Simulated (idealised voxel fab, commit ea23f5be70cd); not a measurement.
The process module that follows is named voxel gate over fins.
Section cut is 165 nm wide and gridded with 5 nm square cells.
Format of a cross-section: grid, square cells. Given as bands. Order: top down. Band: one or more rows of cells.
Top height, bottom height, nm. Materials left to right, width each, nm. Single material + "full width" = fills band edge to edge. "air" = empty.
Heights from 0 (as-received wafer is one material below). Bottom band endless downward, as "from 0 down".
The two numbers in a width such as "30->40" mark its ends across the band: the first belongs to the top row of cells, the second to the bottom row, and from each row to the next the width moves by the same amount.
"no alterations made", as given for a step, is the statement that not any cell of the cross-section underwent a change during that step.
Closed-off voids of 8+ cells (no open route to the top) go in "Closed void roster", written width x height at distance from the left edge, in nm.
Step line, after settings: the simulator's comment on this step.
Among the settings permitted on a step's line is "overlay nm"; applied to a step with a mask, it specifies the extent to which the mask lay to the right of its planned position, whereas a negative figure signifies a position to the left.

## Here's what the planned process steps look like
step 1: op RECEIVE | material Si
step 2: op CONFORMAL_DEP | material SiN | thk nm 10
step 3: op MASKED_ETCH | tone cover | mask id FINS | width nm 15 | pitch nm 55 | etch materials SiN | depth nm 10 | overlay nm 0
step 4: op MASKED_ETCH | tone cover | mask id FINS | width nm 15 | pitch nm 55 | etch materials Si | depth nm 30 | overlay nm 0
step 5: op OXIDIZE | depth nm 5
step 6: op FILL_DEP | material SiO2 | thk nm 5
step 7: op CMP | height nm 10
step 8: op DIRECTIONAL_DEP | material aC | thk nm 10
step 9: op PATTERN | tone open | mask id RAIL | material resist | width nm 15 | thk nm 30 | overlay nm 0
step 10: op DIRECTIONAL_ETCH | etch materials aC | depth nm 10
step 11: op STRIP | etch materials resist
step 12: op DIRECTIONAL_ETCH | etch materials SiO2 | depth nm 35
step 13: op STRIP | etch materials aC
step 14: op CONFORMAL_DEP | material TiN | thk nm 5
step 15: op FILL_DEP | material W | thk nm 5
step 16: op CMP | height nm 10
step 17: op SELECTIVE_ETCH | etch materials W Ru TiN | depth nm 30
step 18: op FILL_DEP | material SiO2 | thk nm 5
step 19: op CMP | height nm 10
step 20: op SELECTIVE_ETCH | etch materials SiO2 | depth nm 20
step 21: op STRIP | etch materials SiN
step 22: op CONFORMAL_DEP | material HfO2 | thk nm 5
step 23: op CONFORMAL_DEP | material TiN | thk nm 5
step 24: op CONFORMAL_DEP | material TiAl | thk nm 5
step 25: op CONFORMAL_DEP | material TiN | thk nm 5
step 26: op FILL_DEP | material W | thk nm 10
step 27: op CMP | height nm 25
step 28: op CONFORMAL_DEP | material SiN | thk nm 10

## The first of a set of two wafers, run to plan

## Cross-sectional view of the wafer in its as-received condition, corresponding to the state after step 1
- from 0 down = Si full width
- Closed void roster: none

## The wafer in cross-section once step 2 is complete
- from 10 to 0 = SiN full width
- No changes below 0.

## The wafer in cross-section once step 3 is complete
- from 10 to 0 = 45 of air | 15 of SiN | 40 of air | 15 of SiN | 50 of air
- No changes below 0.

## The wafer in cross-section once step 4 is complete
- from 10 to 0 = 45 of air | 15 of SiN | 40 of air | 15 of SiN | 50 of air
- from 0 to -30 = 45 of air | 15 of Si | 40 of air | 15 of Si | 50 of air
- No changes below -30.

## The wafer in cross-section once step 5 is complete
- from 10 to 0 = 45 of air | 15 of SiN | 40 of air | 15 of SiN | 50 of air
- from 0 to -30 = 45 of air | 5 of SiO2 | 5 of Si | 5 of SiO2 | 40 of air | 5 of SiO2 | 5 of Si | 5 of SiO2 | 50 of air
- from -30 to -35 = 50 of SiO2 | 5 of Si | 50 of SiO2 | 5 of Si | 55 of SiO2
- No changes below -35.

## The wafer in cross-section once step 6 is complete
- from 15 to 10 = SiO2 full width
- from 10 to 0 = 45 of SiO2 | 15 of SiN | 40 of SiO2 | 15 of SiN | 50 of SiO2
- from 0 to -35 = 50 of SiO2 | 5 of Si | 50 of SiO2 | 5 of Si | 55 of SiO2
- No changes below -35.

## The wafer in cross-section once step 7 is complete
- from 10 to 0 = 45 of SiO2 | 15 of SiN | 40 of SiO2 | 15 of SiN | 50 of SiO2
- No changes below 0.

## The wafer in cross-section once step 8 is complete
- from 20 to 10 = aC full width
- No changes below 10.

## The wafer in cross-section once step 9 is complete
- from 50 to 20 = 70 of resist | 15 of air | 80 of resist
- No changes below 20.

## The wafer in cross-section once step 10 is complete
- from 40 to 20 = 70 of resist | 15 of air | 80 of resist
- from 20 to 10 = 70 of aC | 15 of air | 80 of aC
- No changes below 10.

## The wafer in cross-section once step 11 is complete
- from 20 to 10 = 70 of aC | 15 of air | 80 of aC
- No changes below 10.

## The wafer in cross-section once step 12 is complete
- from 20 to 10 = 70 of aC | 15 of air | 80 of aC
- from 10 to 0 = 45 of SiO2 | 15 of SiN | 10 of SiO2 | 15 of air | 15 of SiO2 | 15 of SiN | 50 of SiO2
- from 0 to -25 = 50 of SiO2 | 5 of Si | 15 of SiO2 | 15 of air | 20 of SiO2 | 5 of Si | 55 of SiO2
- No changes below -25.

## The wafer in cross-section once step 13 is complete
- from 10 to 0 = 45 of SiO2 | 15 of SiN | 10 of SiO2 | 15 of air | 15 of SiO2 | 15 of SiN | 50 of SiO2
- No changes below 0.

## The wafer in cross-section once step 14 is complete
- from 15 to 10 = 75 of TiN | 5 of air | 85 of TiN
- from 10 to 0 = 45 of SiO2 | 15 of SiN | 10 of SiO2 | 5 of TiN | 5 of air | 5 of TiN | 15 of SiO2 | 15 of SiN | 50 of SiO2
- from 0 to -20 = 50 of SiO2 | 5 of Si | 15 of SiO2 | 5 of TiN | 5 of air | 5 of TiN | 20 of SiO2 | 5 of Si | 55 of SiO2
- from -20 to -25 = 50 of SiO2 | 5 of Si | 15 of SiO2 | 15 of TiN | 20 of SiO2 | 5 of Si | 55 of SiO2
- No changes below -25.

## The wafer in cross-section once step 15 is complete
- from 20 to 15 = W full width
- from 15 to 10 = 75 of TiN | 5 of W | 85 of TiN
- from 10 to 0 = 45 of SiO2 | 15 of SiN | 10 of SiO2 | 5 of TiN | 5 of W | 5 of TiN | 15 of SiO2 | 15 of SiN | 50 of SiO2
- from 0 to -20 = 50 of SiO2 | 5 of Si | 15 of SiO2 | 5 of TiN | 5 of W | 5 of TiN | 20 of SiO2 | 5 of Si | 55 of SiO2
- No changes below -20.

## The wafer in cross-section once step 16 is complete
- from 10 to 0 = 45 of SiO2 | 15 of SiN | 10 of SiO2 | 5 of TiN | 5 of W | 5 of TiN | 15 of SiO2 | 15 of SiN | 50 of SiO2
- No changes below 0.

## The wafer in cross-section once step 17 is complete
- from 10 to 0 = 45 of SiO2 | 15 of SiN | 10 of SiO2 | 15 of air | 15 of SiO2 | 15 of SiN | 50 of SiO2
- from 0 to -20 = 50 of SiO2 | 5 of Si | 15 of SiO2 | 15 of air | 20 of SiO2 | 5 of Si | 55 of SiO2
- No changes below -20.

## The wafer in cross-section once step 18 is complete
- from 15 to 10 = SiO2 full width
- from 10 to 0 = 45 of SiO2 | 15 of SiN | 40 of SiO2 | 15 of SiN | 50 of SiO2
- from 0 to -20 = 50 of SiO2 | 5 of Si | 50 of SiO2 | 5 of Si | 55 of SiO2
- No changes below -20.

## The wafer in cross-section once step 19 is complete
- from 10 to 0 = 45 of SiO2 | 15 of SiN | 40 of SiO2 | 15 of SiN | 50 of SiO2
- No changes below 0.

## The wafer in cross-section once step 20 is complete
- from 10 to 0 = 45 of air | 15 of SiN | 40 of air | 15 of SiN | 50 of air
- from 0 to -10 = 50 of air | 5 of Si | 50 of air | 5 of Si | 55 of air
- No changes below -10.

## The wafer in cross-section once step 21 is complete
- from 0 to -10 = 50 of air | 5 of Si | 50 of air | 5 of Si | 55 of air
- No changes below -10.

## The wafer in cross-section once step 22 is complete
- from 5 to 0 = 45 of air | 15 of HfO2 | 40 of air | 15 of HfO2 | 50 of air
- from 0 to -5 = 45 of air | 5 of HfO2 | 5 of Si | 5 of HfO2 | 40 of air | 5 of HfO2 | 5 of Si | 5 of HfO2 | 50 of air
- from -5 to -10 = 50 of HfO2 | 5 of Si | 50 of HfO2 | 5 of Si | 55 of HfO2
- No changes below -10.

## The wafer in cross-section once step 23 is complete
- from 10 to 5 = 40 of air | 25 of TiN | 30 of air | 25 of TiN | 45 of air
- from 5 to 0 = 40 of air | 5 of TiN | 15 of HfO2 | 5 of TiN | 30 of air | 5 of TiN | 15 of HfO2 | 5 of TiN | 45 of air
- from 0 to -5 = 45 of TiN | 5 of HfO2 | 5 of Si | 5 of HfO2 | 40 of TiN | 5 of HfO2 | 5 of Si | 5 of HfO2 | 50 of TiN
- No changes below -5.

## The wafer in cross-section once step 24 is complete
- from 15 to 10 = 35 of air | 35 of TiAl | 20 of air | 35 of TiAl | 40 of air
- from 10 to 5 = 35 of air | 5 of TiAl | 25 of TiN | 5 of TiAl | 20 of air | 5 of TiAl | 25 of TiN | 5 of TiAl | 40 of air
- from 5 to 0 = 40 of TiAl | 5 of TiN | 15 of HfO2 | 5 of TiN | 30 of TiAl | 5 of TiN | 15 of HfO2 | 5 of TiN | 45 of TiAl
- No changes below 0.

## The wafer in cross-section once step 25 is complete
- from 20 to 15 = 30 of air | 45 of TiN | 10 of air | 45 of TiN | 35 of air
- from 15 to 10 = 30 of air | 5 of TiN | 35 of TiAl | 5 of TiN | 10 of air | 5 of TiN | 35 of TiAl | 5 of TiN | 35 of air
- from 10 to 5 = 35 of TiN | 5 of TiAl | 25 of TiN | 5 of TiAl | 20 of TiN | 5 of TiAl | 25 of TiN | 5 of TiAl | 40 of TiN
- No changes below 5.

## The wafer in cross-section once step 26 is complete
- from 30 to 20 = W full width
- from 20 to 15 = 30 of W | 45 of TiN | 10 of W | 45 of TiN | 35 of W
- from 15 to 10 = 30 of W | 5 of TiN | 35 of TiAl | 5 of TiN | 10 of W | 5 of TiN | 35 of TiAl | 5 of TiN | 35 of W
- No changes below 10.

## The wafer in cross-section once step 27 is complete
- from 25 to 20 = W full width
- No changes below 20.

## The wafer in cross-section once step 28 is complete
- from 35 to 25 = SiN full width
- No changes below 25.

## The remaining wafer, second of the two, started like the first and was run to the same plan, except that one mistake was made along the way; the two coincide through step 8, inclusive

## Second wafer at the planned finish of step 9, seen in cross-section
- from 50 to 20 = 70 of air | 15 of resist | 80 of air
- No changes below 20.

## Second wafer at the planned finish of step 10, seen in cross-section
- from 40 to 20 = 70 of air | 15 of resist | 80 of air
- from 20 to 10 = 70 of air | 15 of aC | 80 of air
- No changes below 10.

## Second wafer at the planned finish of step 11, seen in cross-section
- from 20 to 10 = 70 of air | 15 of aC | 80 of air
- No changes below 10.

## Second wafer at the planned finish of step 12, seen in cross-section
- from 20 to 10 = 70 of air | 15 of aC | 80 of air
- from 10 to 0 = 45 of air | 15 of SiN | 10 of air | 15 of SiO2 | 15 of air | 15 of SiN | 50 of air
- from 0 to -25 = 45 of air | 5 of SiO2 | 5 of Si | 5 of SiO2 | 10 of air | 15 of SiO2 | 15 of air | 5 of SiO2 | 5 of Si | 5 of SiO2 | 50 of air
- No changes below -25.

## Second wafer at the planned finish of step 13, seen in cross-section
- from 10 to 0 = 45 of air | 15 of SiN | 10 of air | 15 of SiO2 | 15 of air | 15 of SiN | 50 of air
- No changes below 0.

## Second wafer at the planned finish of step 14, seen in cross-section
- from 15 to 10 = 40 of air | 50 of TiN | 5 of air | 25 of TiN | 45 of air
- from 10 to 0 = 40 of air | 5 of TiN | 15 of SiN | 10 of TiN | 15 of SiO2 | 5 of TiN | 5 of air | 5 of TiN | 15 of SiN | 5 of TiN | 45 of air
- from 0 to -20 = 40 of air | 5 of TiN | 5 of SiO2 | 5 of Si | 5 of SiO2 | 10 of TiN | 15 of SiO2 | 5 of TiN | 5 of air | 5 of TiN | 5 of SiO2 | 5 of Si | 5 of SiO2 | 5 of TiN | 45 of air
- from -20 to -25 = 45 of TiN | 5 of SiO2 | 5 of Si | 5 of SiO2 | 10 of TiN | 15 of SiO2 | 15 of TiN | 5 of SiO2 | 5 of Si | 5 of SiO2 | 50 of TiN
- No changes below -25.

## Second wafer at the planned finish of step 15, seen in cross-section
- from 20 to 15 = W full width
- from 15 to 10 = 40 of W | 50 of TiN | 5 of W | 25 of TiN | 45 of W
- from 10 to 0 = 40 of W | 5 of TiN | 15 of SiN | 10 of TiN | 15 of SiO2 | 5 of TiN | 5 of W | 5 of TiN | 15 of SiN | 5 of TiN | 45 of W
- from 0 to -20 = 40 of W | 5 of TiN | 5 of SiO2 | 5 of Si | 5 of SiO2 | 10 of TiN | 15 of SiO2 | 5 of TiN | 5 of W | 5 of TiN | 5 of SiO2 | 5 of Si | 5 of SiO2 | 5 of TiN | 45 of W
- No changes below -20.

## Second wafer at the planned finish of step 16, seen in cross-section
- from 10 to 0 = 40 of W | 5 of TiN | 15 of SiN | 10 of TiN | 15 of SiO2 | 5 of TiN | 5 of W | 5 of TiN | 15 of SiN | 5 of TiN | 45 of W
- No changes below 0.

## Second wafer at the planned finish of step 17, seen in cross-section
- from 10 to 0 = 45 of air | 15 of SiN | 10 of air | 15 of SiO2 | 15 of air | 15 of SiN | 50 of air
- from 0 to -20 = 45 of air | 5 of SiO2 | 5 of Si | 5 of SiO2 | 10 of air | 15 of SiO2 | 15 of air | 5 of SiO2 | 5 of Si | 5 of SiO2 | 50 of air
- No changes below -20.

## Second wafer at the planned finish of step 18, seen in cross-section
- from 15 to 10 = SiO2 full width
- from 10 to 0 = 45 of SiO2 | 15 of SiN | 40 of SiO2 | 15 of SiN | 50 of SiO2
- from 0 to -20 = 50 of SiO2 | 5 of Si | 50 of SiO2 | 5 of Si | 55 of SiO2
- No changes below -20.

## Second wafer at the planned finish of step 19, seen in cross-section
- from 10 to 0 = 45 of SiO2 | 15 of SiN | 40 of SiO2 | 15 of SiN | 50 of SiO2
- No changes below 0.

## Second wafer at the planned finish of step 20, seen in cross-section
- from 10 to 0 = 45 of air | 15 of SiN | 40 of air | 15 of SiN | 50 of air
- from 0 to -10 = 50 of air | 5 of Si | 50 of air | 5 of Si | 55 of air
- No changes below -10.

## Second wafer at the planned finish of step 21, seen in cross-section
- from 0 to -10 = 50 of air | 5 of Si | 50 of air | 5 of Si | 55 of air
- No changes below -10.

## Second wafer at the planned finish of step 22, seen in cross-section
- from 5 to 0 = 45 of air | 15 of HfO2 | 40 of air | 15 of HfO2 | 50 of air
- from 0 to -5 = 45 of air | 5 of HfO2 | 5 of Si | 5 of HfO2 | 40 of air | 5 of HfO2 | 5 of Si | 5 of HfO2 | 50 of air
- from -5 to -10 = 50 of HfO2 | 5 of Si | 50 of HfO2 | 5 of Si | 55 of HfO2
- No changes below -10.

## Second wafer at the planned finish of step 23, seen in cross-section
- from 10 to 5 = 40 of air | 25 of TiN | 30 of air | 25 of TiN | 45 of air
- from 5 to 0 = 40 of air | 5 of TiN | 15 of HfO2 | 5 of TiN | 30 of air | 5 of TiN | 15 of HfO2 | 5 of TiN | 45 of air
- from 0 to -5 = 45 of TiN | 5 of HfO2 | 5 of Si | 5 of HfO2 | 40 of TiN | 5 of HfO2 | 5 of Si | 5 of HfO2 | 50 of TiN
- No changes below -5.

## Second wafer at the planned finish of step 24, seen in cross-section
- from 15 to 10 = 35 of air | 35 of TiAl | 20 of air | 35 of TiAl | 40 of air
- from 10 to 5 = 35 of air | 5 of TiAl | 25 of TiN | 5 of TiAl | 20 of air | 5 of TiAl | 25 of TiN | 5 of TiAl | 40 of air
- from 5 to 0 = 40 of TiAl | 5 of TiN | 15 of HfO2 | 5 of TiN | 30 of TiAl | 5 of TiN | 15 of HfO2 | 5 of TiN | 45 of TiAl
- No changes below 0.

## Second wafer at the planned finish of step 25, seen in cross-section
- from 20 to 15 = 30 of air | 45 of TiN | 10 of air | 45 of TiN | 35 of air
- from 15 to 10 = 30 of air | 5 of TiN | 35 of TiAl | 5 of TiN | 10 of air | 5 of TiN | 35 of TiAl | 5 of TiN | 35 of air
- from 10 to 5 = 35 of TiN | 5 of TiAl | 25 of TiN | 5 of TiAl | 20 of TiN | 5 of TiAl | 25 of TiN | 5 of TiAl | 40 of TiN
- No changes below 5.

## Second wafer at the planned finish of step 26, seen in cross-section
- from 30 to 20 = W full width
- from 20 to 15 = 30 of W | 45 of TiN | 10 of W | 45 of TiN | 35 of W
- from 15 to 10 = 30 of W | 5 of TiN | 35 of TiAl | 5 of TiN | 10 of W | 5 of TiN | 35 of TiAl | 5 of TiN | 35 of W
- No changes below 10.

## Second wafer at the planned finish of step 27, seen in cross-section
- from 25 to 20 = W full width
- No changes below 20.

## Second wafer at the planned finish of step 28, seen in cross-section
- from 35 to 25 = SiN full width
- No changes below 25.
Deviation noted in wafer processing: step 9 ran with different settings than intended, the actual operation and settings being op PATTERN | tone cover | mask id RAIL | material resist | width nm 15 | thk nm 30 | overlay nm 0
Once processing is complete, comparing cell counts shows that the second wafer has more or fewer of certain materials than the first: SiO2: 21 fewer, TiN: 21 more
